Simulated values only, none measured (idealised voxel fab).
The name of this process module is voxel local oxidation.
In the cross-section labelled cut, the width is 185 nm and each square cell is 5 nm.
Heads up, the way a cross-section reads in here is a grid of square cells, handed over as bands from the top down, with every band being one or more rows of cells.
The band entry comprises the height of the band's top followed by the height of its bottom, expressed in nm, and subsequently the band's materials from left to right, each stated together with its width in nm. Where a single material is marked with the word "everywhere", that material fills the band from edge to edge. The word "empty" represents empty space.
Heights are measured from 0, the level below which the as-received wafer is all one material; the lowest band has no bottom and continues downward, written as in "0 nm and below".
Top row gets the first number, bottom row gets the second, and each row in between changes by the same step: that is how a band width like "30 to 40" works.
Take "remained the same" at face value: in the step it is given for, the cross-section changed in none of its cells.
In the "Sealed void list" entry, you get each enclosed empty space of 8 cells or more, one with no open way to the top, written width x height at distance, distance from the left edge, in nm.
Whatever follows a step's settings on its line is a remark the simulator itself makes about that step.
overlay nm: mask offset rightward from planned place, masked step; negative means leftward offset.

-- Steps in the process plan
1 op RECEIVE | material Si
2 op OXIDIZE | depth nm 5
3 op CONFORMAL_DEP | material SiN | thk nm 15
4 op PATTERN | tone cover | mask id ACTIVE | material resist | width nm 105 | thk nm 20 | overlay nm 0
5 op DIRECTIONAL_ETCH | etch materials SiN | depth nm 15
6 op STRIP | etch materials resist
7 op SELECTIVE_ETCH | etch materials SiO2 | depth nm 5
8 op OXIDIZE | depth nm 10
9 op STRIP | etch materials SiN

-- First wafer out of two, processed as planned

-- Cross-section: wafer on arrival = after step 1
	0 nm and below: Si everywhere
	Sealed void list: none

-- Upon completion of step 2, the wafer appears in cross-section as shown
	0 nm to -5 nm: SiO2 everywhere
	Beneath the level -5, the cross-section is identical to its previous state.

-- Upon completion of step 3, the wafer appears in cross-section as shown
	15 nm to 0 nm: SiN everywhere
	Beneath the level 0, the cross-section is identical to its previous state.

-- Upon completion of step 4, the wafer appears in cross-section as shown
	35 nm to 15 nm: empty: 40, resist: 105, empty: 40
	Beneath the level 15, the cross-section is identical to its previous state.

-- Upon completion of step 5, the wafer appears in cross-section as shown
	35 nm to 15 nm: empty: 40, resist: 105, empty: 40
	15 nm to 0 nm: empty: 40, SiN: 105, empty: 40
	Beneath the level 0, the cross-section is identical to its previous state.

-- Upon completion of step 6, the wafer appears in cross-section as shown
	15 nm to 0 nm: empty: 40, SiN: 105, empty: 40
	Beneath the level 0, the cross-section is identical to its previous state.

-- Upon completion of step 7, the wafer appears in cross-section as shown
	15 nm to 0 nm: empty: 40, SiN: 105, empty: 40
	0 nm to -5 nm: empty: 45, SiO2: 95, empty: 45
	Beneath the level -5, the cross-section is identical to its previous state.

-- Upon completion of step 8, the wafer appears in cross-section as shown
	15 nm to 0 nm: empty: 40, SiN: 105, empty: 40
	0 nm to -5 nm: empty: 45, SiO2: 95, empty: 45
	-5 nm to -15 nm: SiO2: 55, Si: 75, SiO2: 55
	Beneath the level -15, the cross-section is identical to its previous state.

-- Upon completion of step 9, the wafer appears in cross-section as shown
	0 nm to -5 nm: empty: 45, SiO2: 95, empty: 45
	Beneath the level -5, the cross-section is identical to its previous state.

-- Wafer two: like wafer one in start and plan, but with one mistake in execution; identical up to and including step 5

-- The second wafer in cross-section, at the planned close of step 6
	15 nm to 0 nm: empty: 40, SiN: 105, empty: 40
	Beneath the level 0, the cross-section is identical to its previous state.

-- The second wafer in cross-section, at the planned close of step 7
	15 nm to 0 nm: empty: 40, SiN: 105, empty: 40
	0 nm to -5 nm: empty: 45, SiO2: 95, empty: 45
	Beneath the level -5, the cross-section is identical to its previous state.

-- The second wafer in cross-section, at the planned close of step 8
	15 nm to 0 nm: empty: 40, SiN: 105, empty: 40
	0 nm to -5 nm: empty: 45, SiO2: 95, empty: 45
	-5 nm to -15 nm: SiO2: 55, Si: 75, SiO2: 55
	Beneath the level -15, the cross-section is identical to its previous state.

-- The second wafer in cross-section, at the planned close of step 9
	0 nm to -5 nm: empty: 45, SiO2: 95, empty: 45
	Beneath the level -5, the cross-section is identical to its previous state.
Error vs. plan: plan step 6 was conducted twice
The mistake has no effect on what this model computes, because the two wafers end with the same cross-section.
